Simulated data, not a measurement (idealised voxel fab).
The process module presented herein is designated voxel released beams.
Cross-section cut spans 290 nm and uses square cells 5 nm in size.
Cross-section layout: square cells on a grid; listed as bands, top to bottom; a band spans one or more cell rows. A band entry consists of two parts. The first gives the height of the band's top and the height of its bottom, in nm. The rest lists the band's materials from left to right, each with its width in nm. A single material labelled with the word "all across" fills the band from edge to edge, and the word "empty" marks empty space. Beneath 0, the wafer as received is one material, and that level is where height counting begins. The lowest band goes on downward without a bottom; it is written like "0 -> down". Per-row width for "30->40": begins at first number (top row of band), ends at second number (bottom row), increment between rows held constant. Step note "changes: none" = no cross-section cell changed. Basically, "Unvented cavities" tells you about the enclosed voids: empty spaces with no open way to the top, 8 cells or bigger, each written width x height at distance, where distance is from the left edge, all in nm. Heads up: the bit after the settings on a step's line is the simulator's remark on that step. overlay nm, on a step with a mask: how far to the right of its planned place the mask lay; to the left if negative.
[Steps in the process plan]
1,RECEIVE [material Si]
2,CONFORMAL_DEP [material Al2O3] [thk nm 10]
3,DIRECTIONAL_DEP [material SiO2] [thk nm 20]
4,DIRECTIONAL_DEP [material aC] [thk nm 10]
5,PATTERN [tone open] [mask id ANCHOR] [material resist] [width nm 40] [thk nm 30] [overlay nm 0]
6,DIRECTIONAL_ETCH [etch materials aC] [depth nm 10]
7,STRIP [etch materials resist]
8,DIRECTIONAL_ETCH [etch materials SiO2] [depth nm 20]
9,STRIP [etch materials aC]
10,CONFORMAL_DEP [material SiN] [thk nm 15]
11,PATTERN [tone cover] [mask id BEAM] [material resist] [width nm 115] [thk nm 15] [overlay nm -15]
12,DIRECTIONAL_ETCH [etch materials SiN] [depth nm 15]
13,STRIP [etch materials resist]
14,STRIP [etch materials SiO2]
Same starting wafers, different overlay nm at step 11. Plan value belongs to the first wafer.
[First of several wafers, received after step 1, in cross-section]
- 0 -> down = Si all across
- Unvented cavities: none
[The following table contains a row per wafer, in which are reported, at the conclusion of the module, the cells of each material gained (+) or lost (-) since the wafer's receipt, with its closed voids given thereafter]
overlay nm -15; +116 Al2O3; +93 SiN; Unvented cavities: none
overlay nm -10; +116 Al2O3; +93 SiN; Unvented cavities: none
overlay nm -5; +116 Al2O3; +93 SiN; Unvented cavities: none
overlay nm 0; +116 Al2O3; +93 SiN; Unvented cavities: none
overlay nm 5; +116 Al2O3; +93 SiN; Unvented cavities: none
overlay nm 10; +116 Al2O3; +93 SiN; Unvented cavities: none
overlay nm 15; +116 Al2O3; +93 SiN; Unvented cavities: none
